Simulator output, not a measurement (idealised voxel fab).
process module | voxel released beams
cross-section cut | 290 nm wide | cells 5 nm
A cross-section is a grid of square cells, given in bands from the top down. A band is one or more rows of cells.
Each band's line starts with the height of the band's top and of its bottom, in nm. Then come its materials from left to right, each with its width in nm. One material with "throughout" fills the band from edge to edge. "air" is empty space.
Height 0 is the level under which the wafer as received is all one material. The lowest band goes on downwards, as in "0 down".
A width such as "30 to 40" changes by the same amount from each row of cells to the next, from the band's top row to its bottom row.
"no change" after a step means that no cell of the cross-section changed.
closed voids: empty space of 8 cells or more with no open way to the top, each as width x height at its distance from the left edge, in nm
after a step's settings: what the simulator itself notes on the step
overlay nm, on a step with a mask: how far to the right of its planned place the mask lay; to the left if negative
plan
1 op RECEIVE | material Si
2 op CONFORMAL_DEP | material SiN | thk nm 10
3 op DIRECTIONAL_DEP | material SiO2 | thk nm 10
4 op PATTERN | tone open | mask id ANCHOR | material resist | width nm 45 | thk nm 15 | overlay nm 0
5 op DIRECTIONAL_ETCH | etch materials SiO2 | depth nm 10
6 op STRIP | etch materials resist
7 op CONFORMAL_DEP | material polySi | thk nm 15
8 op MASKED_ETCH | tone cover | mask id BEAM | width nm 105 | etch materials polySi | depth nm 15 | overlay nm 0
9 op STRIP | etch materials SiO2
as received, after step 1
  0 down: Si throughout
  closed voids: none
a wafer at the end: this start, this plan, one mistake
  30 to 25: air 90 | polySi 20 | air 15 | polySi 70 | air 95
  25 to 15: air 90 | polySi 105 | air 95
  15 to 10: air 95 | polySi 45 | air 150
  10 to 0: SiN throughout
  0 down: Si throughout
  closed voids: none
what went wrong: step 3 ran as: op DIRECTIONAL_DEP | material SiO2 | thk nm 5
